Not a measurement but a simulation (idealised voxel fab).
Proc. module: voxel gate over fins
The figure presents cross-section cut, which has a width of 270 nm and is divided into square cells with an edge length of 5 nm.
A cross-section is a grid of square cells, given in bands from the top down. A band is one or more rows of cells.
Basically the band line says how high the top is and how high the bottom is, in nm, and then what's in it from left to right, every material with its width in nm. Empty space shows up as "air", and if a single material carries "edge to edge" it runs the full band edge to edge.
Heights from 0 (as-received wafer is one material below). Bottom band endless downward, as "0 nm and below".
A width such as "30..40" changes by the same amount from each row of cells to the next, from the band's top row to its bottom row.
No cell of the cross-section changed in a step that is given as "no change occurred".
In "Sealed internal cavities" the enclosed voids are listed, meaning empty spaces of 8 cells or larger without any opening to the top. The form is width x height at distance, distance from the left edge, units nm.
Read whatever lies past the settings on a step's line as the simulator's own remark about the step.
The setting "overlay nm" may be written on the line of a step. When the step uses a mask, the value reports how far to the right of the planned place the mask lay, and a negative value reports that it lay to the left.
List of planned process steps:
- 1: op RECEIVE | material Si
- 2: op CONFORMAL_DEP | material SiN | thk nm 5
- 3: op MASKED_ETCH | tone cover | mask id FINS | width nm 15 | pitch nm 55 | etch materials SiN | depth nm 5 | overlay nm 0
- 4: op MASKED_ETCH | tone cover | mask id FINS | width nm 15 | pitch nm 55 | etch materials Si | depth nm 35 | overlay nm 0
- 5: op OXIDIZE | depth nm 5
- 6: op FILL_DEP | material SiO2 | thk nm 15
- 7: op CMP | height nm 5
- 8: op PATTERN | tone open | mask id RAIL | material resist | width nm 15 | thk nm 20 | overlay nm 0
- 9: op DIRECTIONAL_ETCH | etch materials SiO2 | depth nm 35
- 10: op STRIP | etch materials resist
- 11: op CONFORMAL_DEP | material TiN | thk nm 5
- 12: op FILL_DEP | material Ru | thk nm 5
- 13: op CMP | height nm 5
- 14: op SELECTIVE_ETCH | etch materials W Ru TiN | depth nm 20
- 15: op FILL_DEP | material SiO2 | thk nm 5
- 16: op CMP | height nm 5
- 17: op SELECTIVE_ETCH | etch materials SiO2 | depth nm 15
- 18: op STRIP | etch materials SiN
- 19: op CONFORMAL_DEP | material HfO2 | thk nm 5
- 20: op CONFORMAL_DEP | material TiN | thk nm 5
- 21: op FILL_DEP | material W | thk nm 15
- 22: op CMP | height nm 20
- 23: op CONFORMAL_DEP | material SiCN | thk nm 5
Quick note for whoever runs this: the wafers start identical, but the thk nm at step 2 isn't the same across them. The plan just shows what the first wafer had.
Cross-section, first of several wafers, as delivered after step 1:
* 0 nm and below: Si edge to edge
* Sealed internal cavities: none
Rows = wafers. At module end, each row lists per material the cells gained (+) or lost (-) since the wafer was received, then the closed voids:
thk nm 5 | +70 HfO2 | +2 Ru | -400 Si | +54 SiCN | +291 SiO2 | +77 TiN | +176 W | Sealed internal cavities: none
thk nm 10 | +54 HfO2 | +54 SiCN | +54 TiN | +108 W | Sealed internal cavities: none
thk nm 15 | +54 HfO2 | +54 SiCN | +54 TiN | +108 W | Sealed internal cavities: none
thk nm 20 | +54 HfO2 | +54 SiCN | +54 TiN | +108 W | Sealed internal cavities: none
